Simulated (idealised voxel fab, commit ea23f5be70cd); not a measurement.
process module | voxel gate over fins
cross-section cut | 270 nm wide | cells 5 nm
A cross-section is a grid of square cells, given in bands from the top down. A band is one or more rows of cells.
Each band's line starts with the height of the band's top and of its bottom, in nm. Then come its materials from left to right, each with its width in nm. One material with "throughout" fills the band from edge to edge. "air" is empty space.
Height 0 is the level under which the wafer as received is all one material. The lowest band goes on downwards, as in "0 down".
A width such as "30 to 40" changes by the same amount from each row of cells to the next, from the band's top row to its bottom row.
"no change" after a step means that no cell of the cross-section changed.
closed voids: empty space of 8 cells or more with no open way to the top, each as width x height at its distance from the left edge, in nm
after a step's settings: what the simulator itself notes on the step
overlay nm, on a step with a mask: how far to the right of its planned place the mask lay; to the left if negative
plan
1 op RECEIVE | material Si
2 op CONFORMAL_DEP | material SiN | thk nm 5
3 op PATTERN | tone cover | mask id FINS | material resist | width nm 15 | pitch nm 40 | thk nm 15 | overlay nm 0
4 op DIRECTIONAL_ETCH | etch materials SiN | depth nm 5
5 op DIRECTIONAL_ETCH | etch materials Si | depth nm 35
6 op STRIP | etch materials resist
7 op OXIDIZE | depth nm 5
8 op FILL_DEP | material SiO2 | thk nm 15
9 op CMP | height nm 5
10 op SELECTIVE_ETCH | etch materials SiO2 | depth nm 15
11 op STRIP | etch materials SiN
12 op CONFORMAL_DEP | material HfO2 | thk nm 5
13 op CONFORMAL_DEP | material TiN | thk nm 5
14 op CONFORMAL_DEP | material TiAl | thk nm 5
15 op CONFORMAL_DEP | material TiN | thk nm 5
16 op FILL_DEP | material W | thk nm 15
17 op CMP | height nm 30
18 op CONFORMAL_DEP | material SiN | thk nm 10
first wafer, as planned
as received, after step 1
  0 down: Si throughout
  closed voids: none
after step 2
  5 to 0: SiN throughout
  below 0: unchanged
after step 3
  20 to 5: air 85 | resist 15 | air 25 | resist 15 | air 25 | resist 15 | air 90
  below 5: unchanged
after step 4
  20 to 5: air 85 | resist 15 | air 25 | resist 15 | air 25 | resist 15 | air 90
  5 to 0: air 85 | SiN 15 | air 25 | SiN 15 | air 25 | SiN 15 | air 90
  below 0: unchanged
after step 5
  20 to 5: air 85 | resist 15 | air 25 | resist 15 | air 25 | resist 15 | air 90
  5 to 0: air 85 | SiN 15 | air 25 | SiN 15 | air 25 | SiN 15 | air 90
  0 to -35: air 85 | Si 15 | air 25 | Si 15 | air 25 | Si 15 | air 90
  below -35: unchanged
after step 6
  5 to 0: air 85 | SiN 15 | air 25 | SiN 15 | air 25 | SiN 15 | air 90
  below 0: unchanged
after step 7
  5 to 0: air 85 | SiN 15 | air 25 | SiN 15 | air 25 | SiN 15 | air 90
  0 to -35: air 85 | SiO2 5 | Si 5 | SiO2 5 | air 25 | SiO2 5 | Si 5 | SiO2 5 | air 25 | SiO2 5 | Si 5 | SiO2 5 | air 90
  -35 to -40: SiO2 90 | Si 5 | SiO2 35 | Si 5 | SiO2 35 | Si 5 | SiO2 95
  below -40: unchanged
after step 8
  20 to 5: SiO2 throughout
  5 to 0: SiO2 85 | SiN 15 | SiO2 25 | SiN 15 | SiO2 25 | SiN 15 | SiO2 90
  0 to -40: SiO2 90 | Si 5 | SiO2 35 | Si 5 | SiO2 35 | Si 5 | SiO2 95
  below -40: unchanged
after step 9
  5 to 0: SiO2 85 | SiN 15 | SiO2 25 | SiN 15 | SiO2 25 | SiN 15 | SiO2 90
  below 0: unchanged
after step 10
  5 to 0: air 85 | SiN 15 | air 25 | SiN 15 | air 25 | SiN 15 | air 90
  0 to -10: air 90 | Si 5 | air 35 | Si 5 | air 35 | Si 5 | air 95
  below -10: unchanged
after step 11
  0 to -10: air 90 | Si 5 | air 35 | Si 5 | air 35 | Si 5 | air 95
  below -10: unchanged
after step 12
  5 to 0: air 85 | HfO2 15 | air 25 | HfO2 15 | air 25 | HfO2 15 | air 90
  0 to -5: air 85 | HfO2 5 | Si 5 | HfO2 5 | air 25 | HfO2 5 | Si 5 | HfO2 5 | air 25 | HfO2 5 | Si 5 | HfO2 5 | air 90
  -5 to -10: HfO2 90 | Si 5 | HfO2 35 | Si 5 | HfO2 35 | Si 5 | HfO2 95
  below -10: unchanged
after step 13
  10 to 5: air 80 | TiN 25 | air 15 | TiN 25 | air 15 | TiN 25 | air 85
  5 to 0: air 80 | TiN 5 | HfO2 15 | TiN 5 | air 15 | TiN 5 | HfO2 15 | TiN 5 | air 15 | TiN 5 | HfO2 15 | TiN 5 | air 85
  0 to -5: TiN 85 | HfO2 5 | Si 5 | HfO2 5 | TiN 25 | HfO2 5 | Si 5 | HfO2 5 | TiN 25 | HfO2 5 | Si 5 | HfO2 5 | TiN 90
  below -5: unchanged
after step 14
  15 to 10: air 75 | TiAl 35 | air 5 | TiAl 35 | air 5 | TiAl 35 | air 80
  10 to 5: air 75 | TiAl 5 | TiN 25 | TiAl 5 | air 5 | TiAl 5 | TiN 25 | TiAl 5 | air 5 | TiAl 5 | TiN 25 | TiAl 5 | air 80
  5 to 0: TiAl 80 | TiN 5 | HfO2 15 | TiN 5 | TiAl 15 | TiN 5 | HfO2 15 | TiN 5 | TiAl 15 | TiN 5 | HfO2 15 | TiN 5 | TiAl 85
  below 0: unchanged
after step 15
  20 to 15: air 70 | TiN 125 | air 75
  15 to 10: air 70 | TiN 5 | TiAl 35 | TiN 5 | TiAl 35 | TiN 5 | TiAl 35 | TiN 5 | air 75
  10 to 5: TiN 75 | TiAl 5 | TiN 25 | TiAl 5 | TiN 5 | TiAl 5 | TiN 25 | TiAl 5 | TiN 5 | TiAl 5 | TiN 25 | TiAl 5 | TiN 80
  below 5: unchanged
after step 16
  35 to 20: W throughout
  20 to 15: W 70 | TiN 125 | W 75
  15 to 10: W 70 | TiN 5 | TiAl 35 | TiN 5 | TiAl 35 | TiN 5 | TiAl 35 | TiN 5 | W 75
  below 10: unchanged
after step 17
  30 to 20: W throughout
  below 20: unchanged
after step 18
  40 to 30: SiN throughout
  below 30: unchanged
second wafer: like start, like plan, one mistake. Through step 2 it matches the first wafer
when step 3 should have ended
  20 to 5: resist 85 | air 15 | resist 25 | air 15 | resist 25 | air 15 | resist 90
  below 5: unchanged
when step 4 should have ended
  20 to 5: resist 85 | air 15 | resist 25 | air 15 | resist 25 | air 15 | resist 90
  5 to 0: SiN 85 | air 15 | SiN 25 | air 15 | SiN 25 | air 15 | SiN 90
  below 0: unchanged
when step 5 should have ended
  20 to 5: resist 85 | air 15 | resist 25 | air 15 | resist 25 | air 15 | resist 90
  5 to 0: SiN 85 | air 15 | SiN 25 | air 15 | SiN 25 | air 15 | SiN 90
  0 to -35: Si 85 | air 15 | Si 25 | air 15 | Si 25 | air 15 | Si 90
  below -35: unchanged
when step 6 should have ended
  5 to 0: SiN 85 | air 15 | SiN 25 | air 15 | SiN 25 | air 15 | SiN 90
  below 0: unchanged
when step 7 should have ended
  5 to 0: SiN 85 | air 15 | SiN 25 | air 15 | SiN 25 | air 15 | SiN 90
  0 to -35: Si 80 | SiO2 5 | air 15 | SiO2 5 | Si 15 | SiO2 5 | air 15 | SiO2 5 | Si 15 | SiO2 5 | air 15 | SiO2 5 | Si 85
  -35 to -40: Si 80 | SiO2 25 | Si 15 | SiO2 25 | Si 15 | SiO2 25 | Si 85
  below -40: unchanged
when step 8 should have ended
  20 to 5: SiO2 throughout
  5 to 0: SiN 85 | SiO2 15 | SiN 25 | SiO2 15 | SiN 25 | SiO2 15 | SiN 90
  0 to -40: Si 80 | SiO2 25 | Si 15 | SiO2 25 | Si 15 | SiO2 25 | Si 85
  below -40: unchanged
when step 9 should have ended
  5 to 0: SiN 85 | SiO2 15 | SiN 25 | SiO2 15 | SiN 25 | SiO2 15 | SiN 90
  below 0: unchanged
when step 10 should have ended
  5 to 0: SiN 85 | air 15 | SiN 25 | air 15 | SiN 25 | air 15 | SiN 90
  0 to -10: Si 80 | air 25 | Si 15 | air 25 | Si 15 | air 25 | Si 85
  below -10: unchanged
when step 11 should have ended
  0 to -10: Si 80 | air 25 | Si 15 | air 25 | Si 15 | air 25 | Si 85
  below -10: unchanged
when step 12 should have ended
  5 to 0: HfO2 85 | air 15 | HfO2 25 | air 15 | HfO2 25 | air 15 | HfO2 90
  0 to -5: Si 80 | HfO2 5 | air 15 | HfO2 5 | Si 15 | HfO2 5 | air 15 | HfO2 5 | Si 15 | HfO2 5 | air 15 | HfO2 5 | Si 85
  -5 to -10: Si 80 | HfO2 25 | Si 15 | HfO2 25 | Si 15 | HfO2 25 | Si 85
  below -10: unchanged
when step 13 should have ended
  10 to 5: TiN 90 | air 5 | TiN 35 | air 5 | TiN 35 | air 5 | TiN 95
  5 to 0: HfO2 85 | TiN 5 | air 5 | TiN 5 | HfO2 25 | TiN 5 | air 5 | TiN 5 | HfO2 25 | TiN 5 | air 5 | TiN 5 | HfO2 90
  0 to -5: Si 80 | HfO2 5 | TiN 15 | HfO2 5 | Si 15 | HfO2 5 | TiN 15 | HfO2 5 | Si 15 | HfO2 5 | TiN 15 | HfO2 5 | Si 85
  below -5: unchanged
when step 14 should have ended
  15 to 10: TiAl throughout
  10 to 5: TiN 90 | TiAl 5 | TiN 35 | TiAl 5 | TiN 35 | TiAl 5 | TiN 95
  5 to 0: HfO2 85 | TiN 5 | TiAl 5 | TiN 5 | HfO2 25 | TiN 5 | TiAl 5 | TiN 5 | HfO2 25 | TiN 5 | TiAl 5 | TiN 5 | HfO2 90
  below 0: unchanged
when step 15 should have ended
  20 to 15: TiN throughout
  below 15: unchanged
when step 16 should have ended
  35 to 20: W throughout
  below 20: unchanged
when step 17 should have ended
  30 to 20: W throughout
  below 20: unchanged
when step 18 should have ended
  40 to 30: SiN throughout
  below 30: unchanged
what went wrong: step 3 ran as: op PATTERN | tone open | mask id FINS | material resist | width nm 15 | pitch nm 40 | thk nm 15 | overlay nm 0
at the end the second wafer has, in cells: 288 more of Si | 216 fewer of SiO2 | 6 fewer of TiAl | 8 fewer of TiN | 58 fewer of W
